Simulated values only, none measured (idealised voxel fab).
Process module heading - voxel released beams
The width of the displayed cross-section, cut, is 215 nm; its cells are square, with a size of 5 nm.
Heads up, the way a cross-section reads in here is a grid of square cells, handed over as bands from the top down, with every band being one or more rows of cells.
Band: top height; bottom height; in nm. Then, left to right: material with width in nm, for each material. "all across": a single material spanning edge to edge. "air": empty space.
Basically, 0 is our baseline, since under it the wafer straight out of the box is all one material. The bottom band has no lower end and keeps on going down, so it looks like "from 0 down".
Width "30 to 40": first value at the band's top row of cells, second value at its bottom row, equal change from row to row.
The cross-section has no changed cell in any step marked "remains unaltered".
Voids not open to the top, 8 cells minimum: see "Non-vented voids". Written width x height at distance; distance is from the left edge; nm.
That trailing text on a step's line, after the settings, is the simulator's own remark on the step.
Among the settings permitted on a step's line is "overlay nm"; applied to a step with a mask, it specifies the extent to which the mask lay to the right of its planned position, whereas a negative figure signifies a position to the left.

## This section lists the process steps that were planned
step 1: RECEIVE | material Si
step 2: CONFORMAL_DEP | material SiN | thk nm 10
step 3: DIRECTIONAL_DEP | material SiO2 | thk nm 10
step 4: DIRECTIONAL_DEP | material aC | thk nm 10
step 5: PATTERN | tone open | mask id ANCHOR | material resist | width nm 35 | thk nm 25 | overlay nm 0
step 6: DIRECTIONAL_ETCH | etch materials aC | depth nm 10
step 7: STRIP | etch materials resist
step 8: DIRECTIONAL_ETCH | etch materials SiO2 | depth nm 10
step 9: STRIP | etch materials aC
step 10: CONFORMAL_DEP | material polySi | thk nm 15
step 11: DIRECTIONAL_DEP | material aC | thk nm 10
step 12: PATTERN | tone cover | mask id BEAM | material resist | width nm 105 | thk nm 30 | overlay nm 0
step 13: DIRECTIONAL_ETCH | etch materials aC | depth nm 10
step 14: STRIP | etch materials resist
step 15: DIRECTIONAL_ETCH | etch materials polySi | depth nm 15
step 16: STRIP | etch materials aC
step 17: STRIP | etch materials SiO2

## This is the cross-section of the wafer as we received it, i.e. after step 1
    from 0 down  Si all across
    Non-vented voids: none

## a wafer at the end: this start, this plan, one mistake
    from 35 to 25  55 nm air, then 15 nm polySi, then 5 nm air, then 80 nm polySi, then 60 nm air
    from 25 to 20  55 nm air, then 100 nm polySi, then 60 nm air
    from 20 to 10  55 nm air, then 35 nm polySi, then 125 nm air
    from 10 to 0  SiN all across
    from 0 down  Si all across
    Non-vented voids: none
Diagnosis: off-plan run, step 12, actual operation and settings PATTERN | tone cover | mask id BEAM | material resist | width nm 100 | thk nm 30 | overlay nm 0
